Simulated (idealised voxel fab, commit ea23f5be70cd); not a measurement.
This section sets out a process module, namely voxel transistor to metal.
Square cell edge 5 nm, section width 185 nm, ID cut.
For the purposes of this document, a cross-section shall be understood as a grid of square cells, specified as bands listed in top-to-bottom order, each band consisting of one or more rows of cells. This entry defines a band. It first specifies the height of the band's top and the height of its bottom in nm, and then specifies the band's materials from left to right, stating each material with its width in nm. The word "throughout" identifies a single material that fills the band from edge to edge, while the word "empty" identifies empty space. Measure heights from 0. That's the level where, below it, the as-received wafer is all one material. The lowest band is bottomless and extends downward; write it as in "top 0, no bottom". Top row gets the first number, bottom row gets the second, and each row in between changes by the same step: that is how a band width like "30->40" works. A step reported as "no modifications" is a step in which no cell of the cross-section changed. Enclosed voids (no open way to top), threshold 8 cells or more, entry "Sealed void listing", notation width x height at distance, distance from left edge, nm. Text after the settings on a step's line: the simulator's own remark on that step. The optional step-line setting "overlay nm" applies to steps with a mask and quantifies how far to the right of its planned location the mask lay, a negative value indicating leftward placement.
Steps planned for the process:
1 RECEIVE with material Si
2 OXIDIZE with depth nm 5
3 CONFORMAL_DEP with material SiN, thk nm 15
4 MASKED_ETCH with tone cover, mask id ACTIVE, width nm 110, etch materials SiN, depth nm 15, overlay nm 0
5 MASKED_ETCH with tone cover, mask id ACTIVE, width nm 110, etch materials SiO2, depth nm 5, overlay nm 0
6 MASKED_ETCH with tone cover, mask id ACTIVE, width nm 110, etch materials Si, depth nm 30, overlay nm 0
7 FILL_DEP with material SiO2, thk nm 10
8 CMP with height nm 15
9 SELECTIVE_ETCH with etch materials SiO2, depth nm 5
10 STRIP with etch materials SiN
11 SELECTIVE_ETCH with etch materials SiO2, depth nm 5
12 OXIDIZE with depth nm 5
13 DIRECTIONAL_DEP with material polySi, thk nm 20
14 DIRECTIONAL_DEP with material SiCN, thk nm 15
15 MASKED_ETCH with tone cover, mask id GATE, width nm 20, etch materials SiCN, depth nm 25, overlay nm 0
16 MASKED_ETCH with tone cover, mask id GATE, width nm 20, etch materials polySi, depth nm 30, overlay nm 0
17 CONFORMAL_DEP with material SiN, thk nm 10
18 DIRECTIONAL_ETCH with etch materials SiN, depth nm 10
19 DIRECTIONAL_ETCH with etch materials SiO2, depth nm 5
20 DIRECTIONAL_ETCH with etch materials Si, depth nm 5
21 EPI with material nSi, thk nm 5
22 FILL_DEP with material SiO2, thk nm 5
23 CMP with height nm 30
24 DIRECTIONAL_DEP with material SiO2, thk nm 15
25 DIRECTIONAL_DEP with material aC, thk nm 10
26 PATTERN with tone open, mask id CONTACT, material resist, width nm 20, pitch nm 80, thk nm 30, overlay nm 0
27 DIRECTIONAL_ETCH with etch materials aC, depth nm 10
28 STRIP with etch materials resist
29 DIRECTIONAL_ETCH with etch materials SiO2, depth nm 55
30 STRIP with etch materials aC
31 CONFORMAL_DEP with material TiN, thk nm 5
32 FILL_DEP with material Ru, thk nm 10
33 CMP with height nm 45
34 CONFORMAL_DEP with material SiN, thk nm 5
35 DIRECTIONAL_DEP with material SiO2, thk nm 5
36 MASKED_ETCH with tone open, mask id METAL_1, width nm 20, pitch nm 80, etch materials SiO2, depth nm 15, overlay nm 0
37 MASKED_ETCH with tone open, mask id METAL_1, width nm 20, pitch nm 80, etch materials SiN, depth nm 5, overlay nm 0
38 CONFORMAL_DEP with material TiN, thk nm 5
39 FILL_DEP with material Cu, thk nm 5
40 CMP with height nm 65
41 EPI with material Ru, thk nm 5
42 FILL_DEP with material SiCN, thk nm 5
43 DIRECTIONAL_DEP with material lowk, thk nm 30
44 MASKED_ETCH with tone open, mask id METAL_2, width nm 20, pitch nm 80, etch materials lowk, depth nm 15, overlay nm 0
45 PATTERN with tone open, mask id METAL_2_HOLES, material resist, width nm 15, pitch nm 80, thk nm 15, overlay nm 0
46 DIRECTIONAL_ETCH with etch materials lowk, depth nm 15
47 DIRECTIONAL_ETCH with etch materials SiCN, depth nm 5
48 STRIP with etch materials resist
49 CONFORMAL_DEP with material TiN, thk nm 5
50 FILL_DEP with material Cu, thk nm 10
51 CMP with height nm 105
52 CONFORMAL_DEP with material SiCN, thk nm 5
Quick note for whoever runs this: the wafers start identical, but the thk nm at step 35 isn't the same across them. The plan just shows what the first wafer had.
Cross-section, first of several wafers, as delivered after step 1:
- top 0, no bottom | Si throughout
- Sealed void listing: none
first wafer at the end, after step 52:
- top 110, bottom 105 | SiCN throughout
- top 105, bottom 95 | 40 nm lowk, then 5 nm TiN, then 10 nm Cu, then 5 nm TiN, then 60 nm lowk, then 5 nm TiN, then 10 nm Cu, then 5 nm TiN, then 45 nm lowk
- top 95, bottom 90 | 40 nm lowk, then 5 nm TiN, then 5 nm Cu, then 10 nm TiN, then 60 nm lowk, then 5 nm TiN, then 5 nm Cu, then 10 nm TiN, then 45 nm lowk
- top 90, bottom 75 | 40 nm lowk, then 5 nm TiN, then 5 nm Cu, then 5 nm TiN, then 65 nm lowk, then 5 nm TiN, then 5 nm Cu, then 5 nm TiN, then 50 nm lowk
- top 75, bottom 70 | 40 nm SiCN, then 15 nm TiN, then 65 nm SiCN, then 15 nm TiN, then 50 nm SiCN
- top 70, bottom 65 | Ru throughout
- top 65, bottom 60 | Cu throughout
- top 60, bottom 55 | 45 nm TiN, then 10 nm Cu, then 70 nm TiN, then 10 nm Cu, then 50 nm TiN
- top 55, bottom 50 | 40 nm SiO2, then 5 nm TiN, then 10 nm Cu, then 5 nm TiN, then 60 nm SiO2, then 5 nm TiN, then 10 nm Cu, then 5 nm TiN, then 45 nm SiO2
- top 50, bottom 45 | 40 nm SiN, then 20 nm TiN, then 60 nm SiN, then 20 nm TiN, then 45 nm SiN
- top 45, bottom 30 | 40 nm SiO2, then 5 nm TiN, then 10 nm Ru, then 5 nm TiN, then 60 nm SiO2, then 5 nm TiN, then 10 nm Ru, then 5 nm TiN, then 45 nm SiO2
- top 30, bottom 15 | 40 nm SiO2, then 5 nm TiN, then 10 nm Ru, then 5 nm TiN, then 10 nm SiO2, then 10 nm SiN, then 20 nm SiCN, then 10 nm SiN, then 10 nm SiO2, then 5 nm TiN, then 10 nm Ru, then 5 nm TiN, then 45 nm SiO2
- top 15, bottom 5 | 40 nm SiO2, then 5 nm TiN, then 10 nm Ru, then 5 nm TiN, then 10 nm SiO2, then 10 nm SiN, then 20 nm polySi, then 10 nm SiN, then 10 nm SiO2, then 5 nm TiN, then 10 nm Ru, then 5 nm TiN, then 45 nm SiO2
- top 5, bottom -5 | 30 nm SiO2, then 10 nm SiN, then 5->10 nm TiN, then 10->5 nm Ru, then 5 nm TiN, then 10 nm SiO2, then 10 nm SiN, then 20 nm polySi, then 10 nm SiN, then 10 nm SiO2, then 5 nm TiN, then 10->5 nm Ru, then 5->10 nm TiN, then 10 nm SiN, then 35 nm SiO2
- top -5, bottom -10 | 40 nm SiO2, then 5 nm nSi, then 15 nm TiN, then 5 nm SiO2, then 5 nm nSi, then 40 nm SiO2, then 5 nm nSi, then 5 nm SiO2, then 15 nm TiN, then 5 nm nSi, then 45 nm SiO2
- top -10, bottom -15 | 35 nm SiO2, then 5 nm Si, then 30 nm nSi, then 40 nm Si, then 30 nm nSi, then 5 nm Si, then 40 nm SiO2
- top -15, bottom -35 | 35 nm SiO2, then 110 nm Si, then 40 nm SiO2
- top -35, no bottom | Si throughout
- Sealed void listing: none
End of module: cross-section, last of several wafers:
- top 110, bottom 105 | SiCN throughout
- top 105, bottom 100 | 45 nm TiN, then 10 nm Cu, then 70 nm TiN, then 10 nm Cu, then 50 nm TiN
- top 100, bottom 90 | 40 nm lowk, then 5 nm TiN, then 10 nm Cu, then 5 nm TiN, then 60 nm lowk, then 5 nm TiN, then 10 nm Cu, then 5 nm TiN, then 45 nm lowk
- top 90, bottom 85 | 40 nm lowk, then 5 nm TiN, then 5 nm Cu, then 10 nm TiN, then 60 nm lowk, then 5 nm TiN, then 5 nm Cu, then 10 nm TiN, then 45 nm lowk
- top 85, bottom 70 | 40 nm lowk, then 5 nm TiN, then 5 nm Cu, then 5 nm TiN, then 65 nm lowk, then 5 nm TiN, then 5 nm Cu, then 5 nm TiN, then 50 nm lowk
- top 70, bottom 65 | 40 nm SiCN, then 15 nm TiN, then 65 nm SiCN, then 15 nm TiN, then 50 nm SiCN
- top 65, bottom 50 | SiO2 throughout
- top 50, bottom 45 | SiN throughout
- top 45, bottom 30 | 40 nm SiO2, then 5 nm TiN, then 10 nm Ru, then 5 nm TiN, then 60 nm SiO2, then 5 nm TiN, then 10 nm Ru, then 5 nm TiN, then 45 nm SiO2
- top 30, bottom 15 | 40 nm SiO2, then 5 nm TiN, then 10 nm Ru, then 5 nm TiN, then 10 nm SiO2, then 10 nm SiN, then 20 nm SiCN, then 10 nm SiN, then 10 nm SiO2, then 5 nm TiN, then 10 nm Ru, then 5 nm TiN, then 45 nm SiO2
- top 15, bottom 5 | 40 nm SiO2, then 5 nm TiN, then 10 nm Ru, then 5 nm TiN, then 10 nm SiO2, then 10 nm SiN, then 20 nm polySi, then 10 nm SiN, then 10 nm SiO2, then 5 nm TiN, then 10 nm Ru, then 5 nm TiN, then 45 nm SiO2
- top 5, bottom -5 | 30 nm SiO2, then 10 nm SiN, then 5->10 nm TiN, then 10->5 nm Ru, then 5 nm TiN, then 10 nm SiO2, then 10 nm SiN, then 20 nm polySi, then 10 nm SiN, then 10 nm SiO2, then 5 nm TiN, then 10->5 nm Ru, then 5->10 nm TiN, then 10 nm SiN, then 35 nm SiO2
- top -5, bottom -10 | 40 nm SiO2, then 5 nm nSi, then 15 nm TiN, then 5 nm SiO2, then 5 nm nSi, then 40 nm SiO2, then 5 nm nSi, then 5 nm SiO2, then 15 nm TiN, then 5 nm nSi, then 45 nm SiO2
- top -10, bottom -15 | 35 nm SiO2, then 5 nm Si, then 30 nm nSi, then 40 nm Si, then 30 nm nSi, then 5 nm Si, then 40 nm SiO2
- top -15, bottom -35 | 35 nm SiO2, then 110 nm Si, then 40 nm SiO2
- top -35, no bottom | Si throughout
- Sealed void listing: none
Per wafer, end of module: cells gained (+) or lost (-) per material since receipt, then closed voids:
thk nm 5, +61 Cu, +75 Ru, -161 Si, +80 SiCN, +65 SiN, +357 SiO2, +125 TiN, +180 lowk, +16 nSi, +16 polySi, Sealed void listing: none
thk nm 10, +28 Cu, +75 Ru, -161 Si, +80 SiCN, +65 SiN, +386 SiO2, +129 TiN, +180 lowk, +16 nSi, +16 polySi, Sealed void listing: none
thk nm 15, +28 Cu, +50 Ru, -161 Si, +105 SiCN, +65 SiN, +415 SiO2, +100 TiN, +180 lowk, +16 nSi, +16 polySi, Sealed void listing: none
thk nm 20, +20 Cu, +50 Ru, -161 Si, +105 SiCN, +73 SiN, +423 SiO2, +92 TiN, +180 lowk, +16 nSi, +16 polySi, Sealed void listing: none
thk nm 25, +16 Cu, +50 Ru, -161 Si, +105 SiCN, +73 SiN, +431 SiO2, +88 TiN, +180 lowk, +16 nSi, +16 polySi, Sealed void listing: none
thk nm 30, +20 Cu, +38 Ru, -161 Si, +80 SiCN, +73 SiN, +439 SiO2, +113 TiN, +180 lowk, +16 nSi, +16 polySi, Sealed void listing: none
